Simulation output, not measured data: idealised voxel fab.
Module name: voxel self aligned contacts (process module)
It is cross-section cut that appears here, measuring 215 nm in width, its square cells being 5 nm in size.
If you're reading a cross-section in this doc, picture square cells in a grid; it comes to you as bands, top ones listed first down to the bottom, and a band can be one or more rows of cells.
Look at the band entry: it leads with the top's height and the bottom's height in nm. Then it lists the materials left to right, with a width in nm for each. The word "edge to edge" on a single material says that material fills the band edge to edge. The word "air" is empty space.
Below 0: as-received wafer, all one material; heights counted from there. Lowest band: no bottom, goes on down, written "0..down".
A two-number width, for instance "30 to 40", indicates that the width is equal to the first number in the top row of the band and to the second number in the bottom row, and that it changes by a constant amount per row of cells.
Step note "same as before" = no cross-section cell changed.
Heads up: "Sealed void list" only lists the empty pockets with no open path to the top that are 8 cells or more, and it writes them as width x height at distance, distance from the left edge, in nm.
Post-settings text on a step line: simulator's own remark regarding the step.
"overlay nm" denotes, for a step that has a mask, the displacement of the mask to the right of its planned place, with negative values corresponding to the left.

PLAN
1,RECEIVE: material Si
2,CONFORMAL_DEP: material SiO2, thk nm 5
3,DIRECTIONAL_DEP: material polySi, thk nm 20
4,DIRECTIONAL_DEP: material SiN, thk nm 25
5,PATTERN: tone cover, mask id GATE, material resist, width nm 25, pitch nm 60, thk nm 15, overlay nm 0
6,DIRECTIONAL_ETCH: etch materials SiN, depth nm 25
7,DIRECTIONAL_ETCH: etch materials polySi, depth nm 20
8,STRIP: etch materials resist
9,CONFORMAL_DEP: material SiN, thk nm 10
10,DIRECTIONAL_ETCH: etch materials SiN, depth nm 10
11,FILL_DEP: material SiO2, thk nm 15
12,CMP: height nm 60
13,DIRECTIONAL_DEP: material aC, thk nm 15
14,PATTERN: tone open, mask id CONTACT, material resist, width nm 45, pitch nm 60, thk nm 30, overlay nm 0
15,DIRECTIONAL_ETCH: etch materials aC, depth nm 15
16,STRIP: etch materials resist
17,DIRECTIONAL_ETCH: etch materials SiO2, depth nm 60
18,STRIP: etch materials aC
19,CONFORMAL_DEP: material TiN, thk nm 5
20,FILL_DEP: material W, thk nm 5
21,CMP: height nm 60
22,CONFORMAL_DEP: material SiCN, thk nm 5

THE FIRST OF A SET OF TWO WAFERS, RUN TO PLAN

CROSS-SECTION OF THE WAFER UPON ARRIVAL, REPRESENTING THE STATE REACHED AFTER STEP 1
    0..down = Si edge to edge
    Sealed void list: none

THE WAFER, SEEN IN CROSS-SECTION, AFTER STEP 2
    5..0 = SiO2 edge to edge
    Below 0, no change.

THE WAFER, SEEN IN CROSS-SECTION, AFTER STEP 3
    25..5 = polySi edge to edge
    Below 5, no change.

THE WAFER, SEEN IN CROSS-SECTION, AFTER STEP 4
    50..25 = SiN edge to edge
    Below 25, no change.

THE WAFER, SEEN IN CROSS-SECTION, AFTER STEP 5
    65..50 = air: 35  resist: 25  air: 35  resist: 25  air: 35  resist: 25  air: 35
    Below 50, no change.

THE WAFER, SEEN IN CROSS-SECTION, AFTER STEP 6
    65..50 = air: 35  resist: 25  air: 35  resist: 25  air: 35  resist: 25  air: 35
    50..25 = air: 35  SiN: 25  air: 35  SiN: 25  air: 35  SiN: 25  air: 35
    Below 25, no change.

THE WAFER, SEEN IN CROSS-SECTION, AFTER STEP 7
    65..50 = air: 35  resist: 25  air: 35  resist: 25  air: 35  resist: 25  air: 35
    50..25 = air: 35  SiN: 25  air: 35  SiN: 25  air: 35  SiN: 25  air: 35
    25..5 = air: 35  polySi: 25  air: 35  polySi: 25  air: 35  polySi: 25  air: 35
    Below 5, no change.

THE WAFER, SEEN IN CROSS-SECTION, AFTER STEP 8
    50..25 = air: 35  SiN: 25  air: 35  SiN: 25  air: 35  SiN: 25  air: 35
    Below 25, no change.

THE WAFER, SEEN IN CROSS-SECTION, AFTER STEP 9
    60..25 = air: 25  SiN: 45  air: 15  SiN: 45  air: 15  SiN: 45  air: 25
    25..15 = air: 25  SiN: 10  polySi: 25  SiN: 10  air: 15  SiN: 10  polySi: 25  SiN: 10  air: 15  SiN: 10  polySi: 25  SiN: 10  air: 25
    15..5 = SiN: 35  polySi: 25  SiN: 35  polySi: 25  SiN: 35  polySi: 25  SiN: 35
    Below 5, no change.

THE WAFER, SEEN IN CROSS-SECTION, AFTER STEP 10
    50..25 = air: 25  SiN: 45  air: 15  SiN: 45  air: 15  SiN: 45  air: 25
    25..5 = air: 25  SiN: 10  polySi: 25  SiN: 10  air: 15  SiN: 10  polySi: 25  SiN: 10  air: 15  SiN: 10  polySi: 25  SiN: 10  air: 25
    Below 5, no change.

THE WAFER, SEEN IN CROSS-SECTION, AFTER STEP 11
    65..50 = SiO2 edge to edge
    50..25 = SiO2: 25  SiN: 45  SiO2: 15  SiN: 45  SiO2: 15  SiN: 45  SiO2: 25
    25..5 = SiO2: 25  SiN: 10  polySi: 25  SiN: 10  SiO2: 15  SiN: 10  polySi: 25  SiN: 10  SiO2: 15  SiN: 10  polySi: 25  SiN: 10  SiO2: 25
    Below 5, no change.

THE WAFER, SEEN IN CROSS-SECTION, AFTER STEP 12
    60..50 = SiO2 edge to edge
    Below 50, no change.

THE WAFER, SEEN IN CROSS-SECTION, AFTER STEP 13
    75..60 = aC edge to edge
    Below 60, no change.

THE WAFER, SEEN IN CROSS-SECTION, AFTER STEP 14
    105..75 = resist: 55  air: 45  resist: 15  air: 45  resist: 55
    Below 75, no change.

THE WAFER, SEEN IN CROSS-SECTION, AFTER STEP 15
    90..75 = resist: 55  air: 45  resist: 15  air: 45  resist: 55
    75..60 = aC: 55  air: 45  aC: 15  air: 45  aC: 55
    Below 60, no change.

THE WAFER, SEEN IN CROSS-SECTION, AFTER STEP 16
    75..60 = aC: 55  air: 45  aC: 15  air: 45  aC: 55
    Below 60, no change.

THE WAFER, SEEN IN CROSS-SECTION, AFTER STEP 17
    75..60 = aC: 55  air: 45  aC: 15  air: 45  aC: 55
    60..50 = SiO2: 55  air: 45  SiO2: 15  air: 45  SiO2: 55
    50..25 = SiO2: 25  SiN: 45  air: 15  SiN: 45  air: 15  SiN: 45  SiO2: 25
    25..5 = SiO2: 25  SiN: 10  polySi: 25  SiN: 10  air: 15  SiN: 10  polySi: 25  SiN: 10  air: 15  SiN: 10  polySi: 25  SiN: 10  SiO2: 25
    5..0 = SiO2: 70  air: 15  SiO2: 45  air: 15  SiO2: 70
    Below 0, no change.

THE WAFER, SEEN IN CROSS-SECTION, AFTER STEP 18
    60..50 = SiO2: 55  air: 45  SiO2: 15  air: 45  SiO2: 55
    Below 50, no change.

THE WAFER, SEEN IN CROSS-SECTION, AFTER STEP 19
    65..60 = TiN: 60  air: 35  TiN: 25  air: 35  TiN: 60
    60..50 = SiO2: 55  TiN: 5 to 20  air: 35 to 5  TiN: 5 to 20  SiO2: 15  TiN: 5 to 20  air: 35 to 5  TiN: 5 to 20  SiO2: 55
    50..25 = SiO2: 25  SiN: 45  TiN: 5  air: 5  TiN: 5  SiN: 45  TiN: 5  air: 5  TiN: 5  SiN: 45  SiO2: 25
    25..5 = SiO2: 25  SiN: 10  polySi: 25  SiN: 10  TiN: 5  air: 5  TiN: 5  SiN: 10  polySi: 25  SiN: 10  TiN: 5  air: 5  TiN: 5  SiN: 10  polySi: 25  SiN: 10  SiO2: 25
    5..0 = SiO2: 70  TiN: 15  SiO2: 45  TiN: 15  SiO2: 70
    Below 0, no change.

THE WAFER, SEEN IN CROSS-SECTION, AFTER STEP 20
    70..65 = W edge to edge
    65..60 = TiN: 60  W: 35  TiN: 25  W: 35  TiN: 60
    60..50 = SiO2: 55  TiN: 5 to 20  W: 35 to 5  TiN: 5 to 20  SiO2: 15  TiN: 5 to 20  W: 35 to 5  TiN: 5 to 20  SiO2: 55
    50..25 = SiO2: 25  SiN: 45  TiN: 5  W: 5  TiN: 5  SiN: 45  TiN: 5  W: 5  TiN: 5  SiN: 45  SiO2: 25
    25..5 = SiO2: 25  SiN: 10  polySi: 25  SiN: 10  TiN: 5  W: 5  TiN: 5  SiN: 10  polySi: 25  SiN: 10  TiN: 5  W: 5  TiN: 5  SiN: 10  polySi: 25  SiN: 10  SiO2: 25
    Below 5, no change.

THE WAFER, SEEN IN CROSS-SECTION, AFTER STEP 21
    60..50 = SiO2: 55  TiN: 5 to 20  W: 35 to 5  TiN: 5 to 20  SiO2: 15  TiN: 5 to 20  W: 35 to 5  TiN: 5 to 20  SiO2: 55
    Below 50, no change.

THE WAFER, SEEN IN CROSS-SECTION, AFTER STEP 22
    65..60 = SiCN edge to edge
    Below 60, no change.

WAFER TWO. IDENTICAL START, IDENTICAL PLAN. ONE MISTAKE IN EXECUTION. IDENTICAL HISTORY THROUGH STEP 19

SECOND WAFER, SECTIONED VIEW, AT STEP 20'S PLANNED END TIME
    70..65 = polySi edge to edge
    65..60 = TiN: 60  polySi: 35  TiN: 25  polySi: 35  TiN: 60
    60..50 = SiO2: 55  TiN: 5 to 20  polySi: 35 to 5  TiN: 5 to 20  SiO2: 15  TiN: 5 to 20  polySi: 35 to 5  TiN: 5 to 20  SiO2: 55
    50..25 = SiO2: 25  SiN: 45  TiN: 5  polySi: 5  TiN: 5  SiN: 45  TiN: 5  polySi: 5  TiN: 5  SiN: 45  SiO2: 25
    25..5 = SiO2: 25  SiN: 10  polySi: 25  SiN: 10  TiN: 5  polySi: 5  TiN: 5  SiN: 10  polySi: 25  SiN: 10  TiN: 5  polySi: 5  TiN: 5  SiN: 10  polySi: 25  SiN: 10  SiO2: 25
    Below 5, no change.

SECOND WAFER, SECTIONED VIEW, AT STEP 21'S PLANNED END TIME
    60..50 = SiO2: 55  TiN: 5 to 20  polySi: 35 to 5  TiN: 5 to 20  SiO2: 15  TiN: 5 to 20  polySi: 35 to 5  TiN: 5 to 20  SiO2: 55
    Below 50, no change.

SECOND WAFER, SECTIONED VIEW, AT STEP 22'S PLANNED END TIME
    65..60 = SiCN edge to edge
    Below 60, no change.
Heads up, the wafer didn't run the way we planned it: step 20 did not happen as planned, as run it was FILL_DEP: material polySi, thk nm 5
Once processing is complete, comparing cell counts shows that the second wafer has more or fewer of certain materials than the first: W -34; polySi +34
